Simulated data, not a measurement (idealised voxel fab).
process module | voxel capacitor over wiring
cross-section cut | 230 nm wide | cells 5 nm
A cross-section is a grid of square cells, given in bands from the top down. A band is one or more rows of cells.
Each band's line starts with the height of the band's top and of its bottom, in nm. Then come its materials from left to right, each with its width in nm. One material with "throughout" fills the band from edge to edge. "air" is empty space.
Height 0 is the level under which the wafer as received is all one material. The lowest band goes on downwards, as in "0 down".
A width such as "30 to 40" changes by the same amount from each row of cells to the next, from the band's top row to its bottom row.
"no change" after a step means that no cell of the cross-section changed.
closed voids: empty space of 8 cells or more with no open way to the top, each as width x height at its distance from the left edge, in nm
after a step's settings: what the simulator itself notes on the step
overlay nm, on a step with a mask: how far to the right of its planned place the mask lay; to the left if negative
plan
1 op RECEIVE | material Si
2 op CONFORMAL_DEP | material SiO2 | thk nm 10
3 op DIRECTIONAL_DEP | material TiN | thk nm 5
4 op DIRECTIONAL_DEP | material W | thk nm 25
5 op DIRECTIONAL_DEP | material aC | thk nm 10
6 op PATTERN | tone cover | mask id METAL_1 | material resist | width nm 30 | pitch nm 85 | thk nm 30 | overlay nm 0
7 op DIRECTIONAL_ETCH | etch materials aC | depth nm 10
8 op STRIP | etch materials resist
9 op DIRECTIONAL_ETCH | etch materials W | depth nm 25
10 op DIRECTIONAL_ETCH | etch materials TiN | depth nm 5
11 op STRIP | etch materials aC
12 op FILL_DEP | material SiO2 | thk nm 5
13 op CMP | height nm 40
14 op CONFORMAL_DEP | material SiCN | thk nm 5
15 op DIRECTIONAL_DEP | material SiO2 | thk nm 20
16 op PATTERN | tone open | mask id PLUG_1 | material resist | width nm 15 | thk nm 20 | overlay nm 0
17 op DIRECTIONAL_ETCH | etch materials SiO2 | depth nm 20
18 op DIRECTIONAL_ETCH | etch materials SiCN | depth nm 5
19 op STRIP | etch materials resist
20 op CONFORMAL_DEP | material TiN | thk nm 5
21 op FILL_DEP | material Ru | thk nm 10
22 op CMP | height nm 65
23 op DIRECTIONAL_DEP | material TiN | thk nm 10
24 op DIRECTIONAL_DEP | material SiN | thk nm 5
25 op DIRECTIONAL_DEP | material TiN | thk nm 10
26 op PATTERN | tone cover | mask id UPPER_PLATE | material resist | width nm 60 | thk nm 20 | overlay nm 0
27 op DIRECTIONAL_ETCH | etch materials TiN | depth nm 10
28 op DIRECTIONAL_ETCH | etch materials SiN | depth nm 5
29 op STRIP | etch materials resist
30 op PATTERN | tone cover | mask id LOWER_PLATE | material resist | width nm 70 | thk nm 15 | overlay nm 0
31 op DIRECTIONAL_ETCH | etch materials TiN | depth nm 10
32 op STRIP | etch materials resist
33 op FILL_DEP | material SiO2 | thk nm 15
34 op CMP | height nm 100
35 op PATTERN | tone open | mask id PLUG_2 | material resist | width nm 15 | thk nm 20 | overlay nm 0
36 op DIRECTIONAL_ETCH | etch materials SiO2 | depth nm 10
37 op STRIP | etch materials resist
38 op CONFORMAL_DEP | material TiN | thk nm 5
39 op FILL_DEP | material W | thk nm 10
40 op CMP | height nm 100
41 op CONFORMAL_DEP | material SiN | thk nm 5
first wafer, as planned
as received, after step 1
  0 down: Si throughout
  closed voids: none
after step 2
  10 to 0: SiO2 throughout
  below 0: unchanged
after step 3
  15 to 10: TiN throughout
  below 10: unchanged
after step 4
  40 to 15: W throughout
  below 15: unchanged
after step 5
  50 to 40: aC throughout
  below 40: unchanged
after step 6
  80 to 50: air 55 | resist 30 | air 55 | resist 30 | air 60
  below 50: unchanged
after step 7
  70 to 50: air 55 | resist 30 | air 55 | resist 30 | air 60
  50 to 40: air 55 | aC 30 | air 55 | aC 30 | air 60
  below 40: unchanged
after step 8
  50 to 40: air 55 | aC 30 | air 55 | aC 30 | air 60
  below 40: unchanged
after step 9
  50 to 40: air 55 | aC 30 | air 55 | aC 30 | air 60
  40 to 15: air 55 | W 30 | air 55 | W 30 | air 60
  below 15: unchanged
after step 10
  50 to 40: air 55 | aC 30 | air 55 | aC 30 | air 60
  40 to 15: air 55 | W 30 | air 55 | W 30 | air 60
  15 to 10: air 55 | TiN 30 | air 55 | TiN 30 | air 60
  below 10: unchanged
after step 11
  40 to 15: air 55 | W 30 | air 55 | W 30 | air 60
  below 15: unchanged
after step 12
  45 to 40: SiO2 throughout
  40 to 15: SiO2 55 | W 30 | SiO2 55 | W 30 | SiO2 60
  15 to 10: SiO2 55 | TiN 30 | SiO2 55 | TiN 30 | SiO2 60
  below 10: unchanged
after step 13
  40 to 15: SiO2 55 | W 30 | SiO2 55 | W 30 | SiO2 60
  below 15: unchanged
after step 14
  45 to 40: SiCN throughout
  below 40: unchanged
after step 15
  65 to 45: SiO2 throughout
  below 45: unchanged
after step 16
  85 to 65: resist 70 | air 15 | resist 145
  below 65: unchanged
after step 17
  85 to 65: resist 70 | air 15 | resist 145
  65 to 45: SiO2 70 | air 15 | SiO2 145
  below 45: unchanged
after step 18
  85 to 65: resist 70 | air 15 | resist 145
  65 to 45: SiO2 70 | air 15 | SiO2 145
  45 to 40: SiCN 70 | air 15 | SiCN 145
  below 40: unchanged
after step 19
  65 to 45: SiO2 70 | air 15 | SiO2 145
  below 45: unchanged
after step 20
  70 to 65: TiN 75 | air 5 | TiN 150
  65 to 45: SiO2 70 | TiN 5 | air 5 | TiN 5 | SiO2 145
  45 to 40: SiCN 70 | TiN 15 | SiCN 145
  below 40: unchanged
after step 21
  80 to 70: Ru throughout
  70 to 65: TiN 75 | Ru 5 | TiN 150
  65 to 45: SiO2 70 | TiN 5 | Ru 5 | TiN 5 | SiO2 145
  below 45: unchanged
after step 22
  65 to 45: SiO2 70 | TiN 5 | Ru 5 | TiN 5 | SiO2 145
  below 45: unchanged
after step 23
  75 to 65: TiN throughout
  below 65: unchanged
after step 24
  80 to 75: SiN throughout
  below 75: unchanged
after step 25
  90 to 80: TiN throughout
  below 80: unchanged
after step 26
  110 to 90: air 70 | resist 60 | air 100
  below 90: unchanged
after step 27
  110 to 90: air 70 | resist 60 | air 100
  90 to 80: air 70 | TiN 60 | air 100
  below 80: unchanged
after step 28
  110 to 90: air 70 | resist 60 | air 100
  90 to 80: air 70 | TiN 60 | air 100
  80 to 75: air 70 | SiN 60 | air 100
  below 75: unchanged
after step 29
  90 to 80: air 70 | TiN 60 | air 100
  below 80: unchanged
after step 30
  105 to 90: air 65 | resist 70 | air 95
  90 to 80: air 65 | resist 5 | TiN 60 | resist 5 | air 95
  80 to 75: air 65 | resist 5 | SiN 60 | resist 5 | air 95
  below 75: unchanged
after step 31
  105 to 90: air 65 | resist 70 | air 95
  90 to 80: air 65 | resist 5 | TiN 60 | resist 5 | air 95
  80 to 75: air 65 | resist 5 | SiN 60 | resist 5 | air 95
  75 to 65: air 65 | TiN 70 | air 95
  below 65: unchanged
after step 32
  90 to 80: air 70 | TiN 60 | air 100
  80 to 75: air 70 | SiN 60 | air 100
  below 75: unchanged
after step 33
  105 to 90: SiO2 throughout
  90 to 80: SiO2 70 | TiN 60 | SiO2 100
  80 to 75: SiO2 70 | SiN 60 | SiO2 100
  75 to 65: SiO2 65 | TiN 70 | SiO2 95
  below 65: unchanged
after step 34
  100 to 90: SiO2 throughout
  below 90: unchanged
after step 35
  120 to 100: resist 80 | air 15 | resist 135
  below 100: unchanged
after step 36
  120 to 100: resist 80 | air 15 | resist 135
  100 to 90: SiO2 80 | air 15 | SiO2 135
  below 90: unchanged
after step 37
  100 to 90: SiO2 80 | air 15 | SiO2 135
  below 90: unchanged
after step 38
  105 to 100: TiN 85 | air 5 | TiN 140
  100 to 95: SiO2 80 | TiN 5 | air 5 | TiN 5 | SiO2 135
  95 to 90: SiO2 80 | TiN 15 | SiO2 135
  below 90: unchanged
after step 39
  115 to 105: W throughout
  105 to 100: TiN 85 | W 5 | TiN 140
  100 to 95: SiO2 80 | TiN 5 | W 5 | TiN 5 | SiO2 135
  below 95: unchanged
after step 40
  100 to 95: SiO2 80 | TiN 5 | W 5 | TiN 5 | SiO2 135
  below 95: unchanged
after step 41
  105 to 100: SiN throughout
  below 100: unchanged
second wafer: like start, like plan, one mistake. Through step 23 it matches the first wafer
when step 24 should have ended: no change
when step 25 should have ended
  85 to 65: TiN throughout
  below 65: unchanged
when step 26 should have ended
  105 to 85: air 70 | resist 60 | air 100
  below 85: unchanged
when step 27 should have ended
  105 to 85: air 70 | resist 60 | air 100
  85 to 75: air 70 | TiN 60 | air 100
  below 75: unchanged
when step 28 should have ended: no change
when step 29 should have ended
  85 to 75: air 70 | TiN 60 | air 100
  below 75: unchanged
when step 30 should have ended
  100 to 85: air 65 | resist 70 | air 95
  85 to 75: air 65 | resist 5 | TiN 60 | resist 5 | air 95
  below 75: unchanged
when step 31 should have ended
  100 to 85: air 65 | resist 70 | air 95
  85 to 75: air 65 | resist 5 | TiN 60 | resist 5 | air 95
  75 to 65: air 65 | TiN 70 | air 95
  below 65: unchanged
when step 32 should have ended
  85 to 75: air 70 | TiN 60 | air 100
  below 75: unchanged
when step 33 should have ended
  100 to 85: SiO2 throughout
  85 to 75: SiO2 70 | TiN 60 | SiO2 100
  75 to 65: SiO2 65 | TiN 70 | SiO2 95
  below 65: unchanged
when step 34 should have ended: no change
when step 35 should have ended
  120 to 100: resist 80 | air 15 | resist 135
  below 100: unchanged
when step 36 should have ended
  120 to 100: resist 80 | air 15 | resist 135
  100 to 90: SiO2 80 | air 15 | SiO2 135
  below 90: unchanged
when step 37 should have ended
  100 to 90: SiO2 80 | air 15 | SiO2 135
  below 90: unchanged
when step 38 should have ended
  105 to 100: TiN 85 | air 5 | TiN 140
  100 to 95: SiO2 80 | TiN 5 | air 5 | TiN 5 | SiO2 135
  95 to 90: SiO2 80 | TiN 15 | SiO2 135
  below 90: unchanged
when step 39 should have ended
  115 to 105: W throughout
  105 to 100: TiN 85 | W 5 | TiN 140
  100 to 95: SiO2 80 | TiN 5 | W 5 | TiN 5 | SiO2 135
  below 95: unchanged
when step 40 should have ended
  100 to 95: SiO2 80 | TiN 5 | W 5 | TiN 5 | SiO2 135
  below 95: unchanged
when step 41 should have ended
  105 to 100: SiN throughout
  below 100: unchanged
what went wrong: step 24 was left out
at the end the second wafer has, in cells: 12 fewer of SiN | 12 more of SiO2
